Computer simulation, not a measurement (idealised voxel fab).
Process module heading - voxel ribs on slabs
Section shown: cut. Width: 300 nm. Cell size: 5 nm, square.
In this document a cross-section is written as a grid of square cells. It is given as a series of bands, listed from the top down, and a band is one or more rows of cells. Look at the band entry: it leads with the top's height and the bottom's height in nm. Then it lists the materials left to right, with a width in nm for each. The word "everywhere" on a single material says that material fills the band edge to edge. The word "air" is empty space. Note: height 0 marks the level under which the wafer is uniformly one material as received. Lowest band unbounded below, written "top 0, no bottom". Per-row width for "30->40": begins at first number (top row of band), ends at second number (bottom row), increment between rows held constant. Where the words "no change occurred" appear for a step, the cross-section shows no cell changed by that step; every cell remained as before. The entry titled "Closed internal cavities" provides the empty spaces that have no open way to the top, restricted to those of 8 cells or more. Each is presented as width x height at distance, the distance being measured from the left edge, with all three in nm. What comes after the settings on a step's line is commentary from the simulator itself on that step. overlay nm: for a step with a mask, the amount by which the mask lay right of where it was planned; a negative amount means left of it.

### Process steps - plan
1 RECEIVE with material Si
2 DIRECTIONAL_DEP with material SiO2, thk nm 30
3 DIRECTIONAL_DEP with material SiN, thk nm 25
4 MASKED_ETCH with tone cover, mask id RIB, width nm 20, etch materials SiN, depth nm 20, overlay nm 0
5 MASKED_ETCH with tone cover, mask id SLAB, width nm 60, etch materials SiN, depth nm 5, overlay nm 0
6 FILL_DEP with material SiO2, thk nm 25
7 CMP with height nm 75
8 DIRECTIONAL_DEP with material W, thk nm 5
9 MASKED_ETCH with tone cover, mask id HEATER, width nm 30, etch materials W, depth nm 5, overlay nm 0
10 CONFORMAL_DEP with material SiO2, thk nm 5

### As-received wafer cross-section (after step 1)
- top 0, no bottom  Si everywhere
- Closed internal cavities: none

### First of two wafers, end-of-module section, run followed plan
- top 85, bottom 80  130 air  40 SiO2  130 air
- top 80, bottom 75  135 SiO2  30 W  135 SiO2
- top 75, bottom 55  SiO2 everywhere
- top 55, bottom 35  140 SiO2  20 SiN  140 SiO2
- top 35, bottom 30  120 SiO2  60 SiN  120 SiO2
- top 30, bottom 0  SiO2 everywhere
- top 0, no bottom  Si everywhere
- Closed internal cavities: none

### Wafer two cross-section, module end. Start and plan unchanged from wafer one; one mistake made during the run
- top 85, bottom 80  130 air  40 SiO2  130 air
- top 80, bottom 75  135 SiO2  30 W  135 SiO2
- top 75, bottom 55  SiO2 everywhere
- top 55, bottom 35  140 SiO2  20 SiN  140 SiO2
- top 35, bottom 30  115 SiO2  60 SiN  125 SiO2
- top 30, bottom 0  SiO2 everywhere
- top 0, no bottom  Si everywhere
- Closed internal cavities: none
What broke from the plan during processing? step 5 was run on a setting that differed from the plan, and what really ran there is MASKED_ETCH with tone cover, mask id SLAB, width nm 60, etch materials SiN, depth nm 5, overlay nm -5
In the final comparison it is observed that the number of cells assigned to each material is identical for the two wafers, whereas their placement is not.
